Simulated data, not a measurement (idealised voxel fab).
Process module heading - voxel capacitor over wiring
FYI the section here is cut, 205 nm wide, cells are 5 nm squares.
The cross-sections in this document take the form of a grid made of square cells. They are written out as bands, in order from top to bottom. Each band consists of one or more rows of cells.
Basically the band line says how high the top is and how high the bottom is, in nm, and then what's in it from left to right, every material with its width in nm. Empty space shows up as "blank", and if a single material carries "edge to edge" it runs the full band edge to edge.
The reference from which all heights are counted is 0, the level beneath which the as-received wafer is entirely one material; the lowest band, having no lower bound, proceeds downward and is written after the example "z 0 and below".
When a width is written as two numbers, as in "30->40", the first number is the width in the top row of cells of the band and the second is the width in its bottom row, and the width changes by the same amount from each row to the next.
"nothing changed" after a step means that no cell of the cross-section changed.
"Voids lacking openings" - sealed voids, min. 8 cells, no opening to top; format: width x height at distance (distance from left edge; nm throughout).
Post-settings text on a step line: simulator's own remark regarding the step.
Each step line may optionally specify "overlay nm", which for a step with a mask gives the rightward distance between the mask's planned place and where it lay, a negative value indicating the leftward direction.
LISTED BELOW ARE THE PROCESS STEPS AS PLANNED
- 1: RECEIVE (material Si)
- 2: CONFORMAL_DEP (material SiO2; thk nm 10)
- 3: CONFORMAL_DEP (material SiCN; thk nm 5)
- 4: DIRECTIONAL_DEP (material SiO2; thk nm 25)
- 5: MASKED_ETCH (tone open; mask id METAL_1; width nm 20; pitch nm 75; etch materials SiO2; depth nm 25; overlay nm 0)
- 6: MASKED_ETCH (tone open; mask id METAL_1; width nm 20; pitch nm 75; etch materials SiCN; depth nm 5; overlay nm 0)
- 7: CONFORMAL_DEP (material TiN; thk nm 5)
- 8: FILL_DEP (material Cu; thk nm 5)
- 9: CMP (height nm 40)
- 10: CONFORMAL_DEP (material SiCN; thk nm 5)
- 11: DIRECTIONAL_DEP (material lowk; thk nm 20)
- 12: PATTERN (tone open; mask id PLUG_1; material resist; width nm 15; thk nm 20; overlay nm 0)
- 13: DIRECTIONAL_ETCH (etch materials lowk; depth nm 20)
- 14: DIRECTIONAL_ETCH (etch materials SiCN; depth nm 5)
- 15: STRIP (etch materials resist)
- 16: EPI (material Ru; thk nm 10)
- 17: EPI (material Ru; thk nm 10)
- 18: EPI (material Ru; thk nm 5)
- 19: DIRECTIONAL_DEP (material TiN; thk nm 10)
- 20: DIRECTIONAL_DEP (material SiN; thk nm 5)
- 21: DIRECTIONAL_DEP (material TiN; thk nm 10)
- 22: PATTERN (tone cover; mask id UPPER_PLATE; material resist; width nm 60; thk nm 15; overlay nm 0)
- 23: DIRECTIONAL_ETCH (etch materials TiN; depth nm 10)
- 24: DIRECTIONAL_ETCH (etch materials SiN; depth nm 5)
- 25: STRIP (etch materials resist)
- 26: DIRECTIONAL_DEP (material aC; thk nm 15)
- 27: PATTERN (tone cover; mask id LOWER_PLATE; material resist; width nm 70; thk nm 30; overlay nm 0)
- 28: DIRECTIONAL_ETCH (etch materials aC; depth nm 15)
- 29: STRIP (etch materials resist)
- 30: DIRECTIONAL_ETCH (etch materials TiN; depth nm 10)
- 31: STRIP (etch materials aC)
- 32: FILL_DEP (material SiO2; thk nm 15)
- 33: CMP (height nm 100)
- 34: PATTERN (tone open; mask id PLUG_2; material resist; width nm 15; thk nm 15; overlay nm 0)
- 35: DIRECTIONAL_ETCH (etch materials SiO2; depth nm 10)
- 36: STRIP (etch materials resist)
- 37: CONFORMAL_DEP (material TiN; thk nm 5)
- 38: FILL_DEP (material Ru; thk nm 5)
- 39: CMP (height nm 100)
- 40: CONFORMAL_DEP (material SiCN; thk nm 5)
THE CROSS-SECTION HERE SHOWS THE WAFER AS RECEIVED, I.E. IN ITS STATE AFTER STEP 1
    z 0 and below = Si edge to edge
    Voids lacking openings: none
RUN AS PLANNED - FIRST OF THE TWO WAFERS CROSS-SECTIONED AT THE END OF THE MODULE
    z 105 to 100 = SiCN edge to edge
    z 100 to 95 = SiO2 70 nm, then TiN 5 nm, then Ru 5 nm, then TiN 5 nm, then SiO2 120 nm
    z 95 to 90 = SiO2 70 nm, then TiN 15 nm, then SiO2 120 nm
    z 90 to 80 = SiO2 60 nm, then TiN 60 nm, then SiO2 85 nm
    z 80 to 75 = SiO2 60 nm, then SiN 60 nm, then SiO2 85 nm
    z 75 to 65 = SiO2 55 nm, then TiN 70 nm, then SiO2 80 nm
    z 65 to 45 = lowk 60 nm, then Ru 15 nm, then lowk 130 nm
    z 45 to 40 = SiCN 60 nm, then Ru 15 nm, then SiCN 130 nm
    z 40 to 15 = SiO2 55 nm, then TiN 5 nm, then Cu 10 nm, then TiN 5 nm, then SiO2 55 nm, then TiN 5 nm, then Cu 10 nm, then TiN 5 nm, then SiO2 55 nm
    z 15 to 10 = SiCN 55 nm, then TiN 20 nm, then SiCN 55 nm, then TiN 20 nm, then SiCN 55 nm
    z 10 to 0 = SiO2 edge to edge
    z 0 and below = Si edge to edge
    Voids lacking openings: none
END-OF-MODULE CROSS-SECTION OF THE SECOND WAFER: IDENTICAL STARTING POINT AND PROCESS PLAN TO THE FIRST, WITH ONE PROCESSING MISTAKE
    z 105 to 100 = SiCN edge to edge
    z 100 to 95 = SiO2 70 nm, then TiN 5 nm, then Ru 5 nm, then TiN 5 nm, then SiO2 120 nm
    z 95 to 90 = SiO2 70 nm, then TiN 15 nm, then SiO2 120 nm
    z 90 to 80 = SiO2 60 nm, then TiN 55 nm, then SiO2 90 nm
    z 80 to 75 = SiO2 60 nm, then SiN 60 nm, then SiO2 85 nm
    z 75 to 65 = SiO2 45 nm, then TiN 75 nm, then SiO2 85 nm
    z 65 to 45 = lowk 60 nm, then Ru 15 nm, then lowk 130 nm
    z 45 to 40 = SiCN 60 nm, then Ru 15 nm, then SiCN 130 nm
    z 40 to 15 = SiO2 55 nm, then TiN 5 nm, then Cu 10 nm, then TiN 5 nm, then SiO2 55 nm, then TiN 5 nm, then Cu 10 nm, then TiN 5 nm, then SiO2 55 nm
    z 15 to 10 = SiCN 55 nm, then TiN 20 nm, then SiCN 55 nm, then TiN 20 nm, then SiCN 55 nm
    z 10 to 0 = SiO2 edge to edge
    z 0 and below = Si edge to edge
    Voids lacking openings: none
Against the plan, the run slipped here: step 27: run off-plan, actual operation and settings PATTERN (tone cover; mask id LOWER_PLATE; material resist; width nm 70; thk nm 30; overlay nm -10)
Matching per-material cell counts, mismatched positions: that is how the second wafer compares with the first at the end.
